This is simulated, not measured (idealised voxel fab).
The document below concerns the process module designated voxel fin reveal.
FYI the section here is cut, 170 nm wide, cells are 5 nm squares.
Notation: cross-section as square-cell grid; stated in bands, top first, going down; one or more cell rows per band.
Per band: top height and bottom height in nm, followed by the left-to-right materials and their widths in nm; "all across" marks a single material spanning edge to edge, "blank" marks empty space.
All heights in this document are referenced to 0, defined as the level beneath which the wafer, as received, consists entirely of one material. The lowest band is not bounded below; it extends indefinitely downward and is written in the form "top 0, no bottom".
The notation "30 to 40" denotes a width that varies across the rows of cells in the band, beginning at the first number in the top row, finishing at the second number in the bottom row, and changing by an identical amount from each row to the next.
The cross-section has no changed cell in any step marked "nothing was modified".
Enclosed voids (no open way to top), threshold 8 cells or more, entry "Enclosed cavities", notation width x height at distance, distance from left edge, nm.
Read whatever lies past the settings on a step's line as the simulator's own remark about the step.
overlay nm: on a step with a mask, how far right of its planned place the mask lay; negative means left.

[The steps planned for the process are as follows]
1. RECEIVE | material Si
2. CONFORMAL_DEP | material SiN | thk nm 5
3. MASKED_ETCH | tone cover | mask id FINS | width nm 15 | pitch nm 35 | etch materials SiN | depth nm 5 | overlay nm 0
4. MASKED_ETCH | tone cover | mask id FINS | width nm 15 | pitch nm 35 | etch materials Si | depth nm 30 | overlay nm 0
5. OXIDIZE | depth nm 5
6. FILL_DEP | material SiO2 | thk nm 5
7. CMP | height nm 5
8. SELECTIVE_ETCH | etch materials SiO2 | depth nm 20
9. STRIP | etch materials SiN
10. CONFORMAL_DEP | material SiO2 | thk nm 5

[Incoming wafer in cross-section (state: after step 1)]
- top 0, no bottom: Si all across
- Enclosed cavities: none

[Cross-section at module end, one run error; start and plan unchanged from above]
- top 5, bottom 0: blank=15; SiO2=15; blank=20; SiO2=15; blank=20; SiO2=15; blank=20; SiO2=15; blank=35
- top 0, bottom -10: blank=15; SiO2=5; Si=5 to 15; SiO2=15 to 5; blank=10; SiO2=5; Si=5 to 15; SiO2=15 to 5; blank=10; SiO2=5; Si=5 to 15; SiO2=15 to 5; blank=10; SiO2=5; Si=5 to 15; SiO2=15 to 5; blank=25
- top -10, bottom -35: SiO2=20; Si=15; SiO2=20; Si=15; SiO2=20; Si=15; SiO2=20; Si=15; SiO2=30
- top -35, no bottom: Si all across
- Enclosed cavities: none
What went wrong in running the wafer? step 3 did not use the planned setting and instead ran as MASKED_ETCH | tone cover | mask id FINS | width nm 15 | pitch nm 35 | etch materials SiN | depth nm 5 | overlay nm -10
